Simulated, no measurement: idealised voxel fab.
Module name: voxel quadruple lines (process module)
Each square cell in cross-section cut measures 5 nm, and the section as a whole is 145 nm wide.
For the purposes of this document, a cross-section shall be understood as a grid of square cells, specified as bands listed in top-to-bottom order, each band consisting of one or more rows of cells. A band entry consists of two parts. The first gives the height of the band's top and the height of its bottom, in nm. The rest lists the band's materials from left to right, each with its width in nm. A single material labelled with the word "everywhere" fills the band from edge to edge, and the word "empty" marks empty space. Height reference: 0 = level under which incoming wafer is all one material. Lowest band: no bottom, runs on downward, e.g. "0 -> down". The notation "30->40" denotes a width that varies across the rows of cells in the band, beginning at the first number in the top row, finishing at the second number in the bottom row, and changing by an identical amount from each row to the next. "no alterations made" (step): cross-section cells unchanged, all of them. Reported under the label "Voids, enclosed" are the empty spaces having no open way to the top and comprising 8 cells or more; the notation for each is width x height at distance, in which the distance is measured from the left edge and all three values are in nm. Step line, after settings: the simulator's comment on this step. For masked steps, "overlay nm" on the step line gives how far right of plan the mask actually lay; a minus sign means it lay to the left.
### The process steps that were planned are listed below
1. op RECEIVE | material Si
2. op CONFORMAL_DEP | material SiO2 | thk nm 10
3. op DIRECTIONAL_DEP | material W | thk nm 10
4. op DIRECTIONAL_DEP | material polySi | thk nm 20
5. op DIRECTIONAL_DEP | material aC | thk nm 20
6. op PATTERN | tone cover | mask id MANDREL | material resist | width nm 20 | thk nm 25 | overlay nm 0
7. op DIRECTIONAL_ETCH | etch materials aC | depth nm 20
8. op STRIP | etch materials resist
9. op CONFORMAL_DEP | material SiO2 | thk nm 10
10. op DIRECTIONAL_ETCH | etch materials SiO2 | depth nm 10
11. op STRIP | etch materials aC
12. op DIRECTIONAL_ETCH | etch materials polySi | depth nm 20
13. op STRIP | etch materials SiO2
14. op CONFORMAL_DEP | material SiCN | thk nm 5
15. op DIRECTIONAL_ETCH | etch materials SiCN | depth nm 5
16. op STRIP | etch materials polySi
17. op DIRECTIONAL_ETCH | etch materials W | depth nm 10
18. op STRIP | etch materials SiCN
For this document, wafers share an identical start and vary in the step 14 thk nm; the plan quotes the first wafer's value.
### First of several wafers, received after step 1, in cross-section
- 0 -> down | Si everywhere
- Voids, enclosed: none
### First of several wafers: cross-section at the end of the module, after step 18, its last step
- 20 -> 10 | empty: 45, then W: 5, then empty: 10, then W: 5, then empty: 10, then W: 5, then empty: 10, then W: 5, then empty: 50
- 10 -> 0 | SiO2 everywhere
- 0 -> down | Si everywhere
- Voids, enclosed: none
### Cross-section at module completion, last wafer
- 40 -> 20 | empty: 50, then polySi: 10, then empty: 20, then polySi: 10, then empty: 55
- 20 -> 10 | W everywhere
- 10 -> 0 | SiO2 everywhere
- 0 -> down | Si everywhere
- Voids, enclosed: none
### Note: the following table is arranged by wafer, a row apiece. Each row reports the end-of-module state: per material, cells gained (+) or cells lost (-) compared with the wafer as received; closed voids follow
thk nm 5; +58 SiO2; +8 W; Voids, enclosed: none
thk nm 10; +58 SiO2; +58 W; +16 polySi; Voids, enclosed: none
thk nm 15; +58 SiO2; +58 W; +16 polySi; Voids, enclosed: none
thk nm 20; +58 SiO2; +58 W; +16 polySi; Voids, enclosed: none
